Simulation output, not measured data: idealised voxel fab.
Process module in this document: voxel ribs on slabs
Cross-section cut: width 230 nm, square cells of 5 nm.
Throughout this document, each cross-section is represented as a grid of square cells and is presented as a sequence of bands enumerated from the top downward, where a band comprises one or more rows of cells. Band: top and bottom heights (nm) first, top before bottom; then materials from left to right, widths in nm. "everywhere" marks a sole material filling the band edge to edge. "air" denotes empty space. The reference from which all heights are counted is 0, the level beneath which the as-received wafer is entirely one material; the lowest band, having no lower bound, proceeds downward and is written after the example "z 0 and below". Graded width ("30 to 40"): value in top row of band = first number; value in bottom row = second number; row-to-row change constant. "all unchanged" (step): cross-section cells unchanged, all of them. Each empty space that has no open way to the top and spans at least 8 cells appears under "Unvented cavities" as width x height at distance, the distance counted from the left edge, all in nm. Note: text after step settings on the step line = simulator remark on that step. overlay nm: right-of-plan distance of the mask on a masked step; negative values mean left-of-plan.
Steps in the process plan:
- 1: RECEIVE with material Si
- 2: DIRECTIONAL_DEP with material SiO2, thk nm 25
- 3: DIRECTIONAL_DEP with material polySi, thk nm 15
- 4: PATTERN with tone cover, mask id RIB, material resist, width nm 25, thk nm 15, overlay nm 0
- 5: DIRECTIONAL_ETCH with etch materials polySi, depth nm 10
- 6: STRIP with etch materials resist
- 7: DIRECTIONAL_DEP with material aC, thk nm 15
- 8: PATTERN with tone cover, mask id SLAB, material resist, width nm 85, thk nm 30, overlay nm 0
- 9: DIRECTIONAL_ETCH with etch materials aC, depth nm 15
- 10: STRIP with etch materials resist
- 11: DIRECTIONAL_ETCH with etch materials polySi, depth nm 5
- 12: STRIP with etch materials aC
- 13: FILL_DEP with material SiO2, thk nm 20
- 14: CMP with height nm 50
- 15: DIRECTIONAL_DEP with material TiN, thk nm 10
- 16: PATTERN with tone cover, mask id HEATER, material resist, width nm 35, thk nm 15, overlay nm 0
- 17: DIRECTIONAL_ETCH with etch materials TiN, depth nm 10
- 18: STRIP with etch materials resist
- 19: CONFORMAL_DEP with material SiN, thk nm 10
Step 1 complete: cross-section of the wafer as received:
  z 0 and below: Si everywhere
  Unvented cavities: none
Cross-section taken at module completion on the first of two wafers; processed per the plan:
  z 70 to 60: 85 air | 55 SiN | 90 air
  z 60 to 50: 95 SiN | 35 TiN | 100 SiN
  z 50 to 40: SiO2 everywhere
  z 40 to 30: 100 SiO2 | 25 polySi | 105 SiO2
  z 30 to 25: 70 SiO2 | 85 polySi | 75 SiO2
  z 25 to 0: SiO2 everywhere
  z 0 and below: Si everywhere
  Unvented cavities: none
Wafer two, sectioned after the module: the first wafer's start, the first wafer's plan, and one mistake in how it was run:
  z 70 to 60: 105 SiN | 15 air | 110 SiN
  z 60 to 50: 95 TiN | 35 SiN | 100 TiN
  z 50 to 40: SiO2 everywhere
  z 40 to 30: 100 SiO2 | 25 polySi | 105 SiO2
  z 30 to 25: 70 SiO2 | 85 polySi | 75 SiO2
  z 25 to 0: SiO2 everywhere
  z 0 and below: Si everywhere
  Unvented cavities: none
It is concluded that the wafer was processed incorrectly with respect to the plan, in that off-plan run, step 16, actual operation and settings PATTERN with tone open, mask id HEATER, material resist, width nm 35, thk nm 15, overlay nm 0
Upon completion, the second wafer contains, in terms of cells, a greater or smaller amount of certain materials than the first wafer: TiN: 64 more
